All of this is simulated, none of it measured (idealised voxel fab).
process module | voxel self aligned contacts
cross-section cut | 240 nm wide | cells 5 nm
A cross-section is a grid of square cells, given in bands from the top down. A band is one or more rows of cells.
Each band's line starts with the height of the band's top and of its bottom, in nm. Then come its materials from left to right, each with its width in nm. One material with "throughout" fills the band from edge to edge. "air" is empty space.
Height 0 is the level under which the wafer as received is all one material. The lowest band goes on downwards, as in "0 down".
A width such as "30 to 40" changes by the same amount from each row of cells to the next, from the band's top row to its bottom row.
"no change" after a step means that no cell of the cross-section changed.
closed voids: empty space of 8 cells or more with no open way to the top, each as width x height at its distance from the left edge, in nm
after a step's settings: what the simulator itself notes on the step
overlay nm, on a step with a mask: how far to the right of its planned place the mask lay; to the left if negative
plan
1 op RECEIVE | material Si
2 op OXIDIZE | depth nm 5
3 op DIRECTIONAL_DEP | material polySi | thk nm 20
4 op DIRECTIONAL_DEP | material SiN | thk nm 20
5 op DIRECTIONAL_DEP | material aC | thk nm 10
6 op PATTERN | tone cover | mask id GATE | material resist | width nm 35 | pitch nm 75 | thk nm 25 | overlay nm 0
7 op DIRECTIONAL_ETCH | etch materials aC | depth nm 10
8 op STRIP | etch materials resist
9 op DIRECTIONAL_ETCH | etch materials SiN | depth nm 20
10 op DIRECTIONAL_ETCH | etch materials polySi | depth nm 20
11 op STRIP | etch materials aC
12 op CONFORMAL_DEP | material SiN | thk nm 10
13 op DIRECTIONAL_ETCH | etch materials SiN | depth nm 10
14 op FILL_DEP | material SiO2 | thk nm 10
15 op CMP | height nm 45
16 op MASKED_ETCH | tone open | mask id CONTACT | width nm 60 | etch materials SiO2 | depth nm 50 | overlay nm 0
17 op CONFORMAL_DEP | material TiN | thk nm 5
18 op FILL_DEP | material Ru | thk nm 5
19 op CMP | height nm 45
20 op CONFORMAL_DEP | material SiCN | thk nm 5
as received, after step 1
  0 down: Si throughout
  closed voids: none
first wafer at the end, as planned
  50 to 45: SiCN throughout
  45 to 40: SiO2 90 | TiN 25 | Ru 10 | TiN 25 | SiO2 90
  40 to 20: SiO2 55 | SiN 55 | TiN 5 | Ru 10 | TiN 5 | SiN 55 | SiO2 55
  20 to 0: SiO2 55 | SiN 10 | polySi 35 | SiN 10 | TiN 5 | Ru 10 | TiN 5 | SiN 10 | polySi 35 | SiN 10 | SiO2 55
  0 to -5: SiO2 110 | TiN 20 | SiO2 110
  -5 down: Si throughout
  closed voids: none
second wafer at the end: like start, like plan, one mistake
  50 to 45: SiCN throughout
  45 to 40: SiO2 90 | TiN 60 | SiO2 90
  40 to 20: SiN 75 | SiO2 15 | SiN 60 | SiO2 15 | SiN 75
  20 to 0: polySi 65 | SiN 10 | SiO2 15 | SiN 10 | polySi 40 | SiN 10 | SiO2 15 | SiN 10 | polySi 65
  0 to -5: SiO2 throughout
  -5 down: Si throughout
  closed voids: none
what went wrong: step 6 ran as: op PATTERN | tone open | mask id GATE | material resist | width nm 35 | pitch nm 75 | thk nm 25 | overlay nm 0
at the end the second wafer has, in cells: 18 fewer of Ru | 80 more of SiN | 124 fewer of SiO2 | 18 fewer of TiN | 80 more of polySi
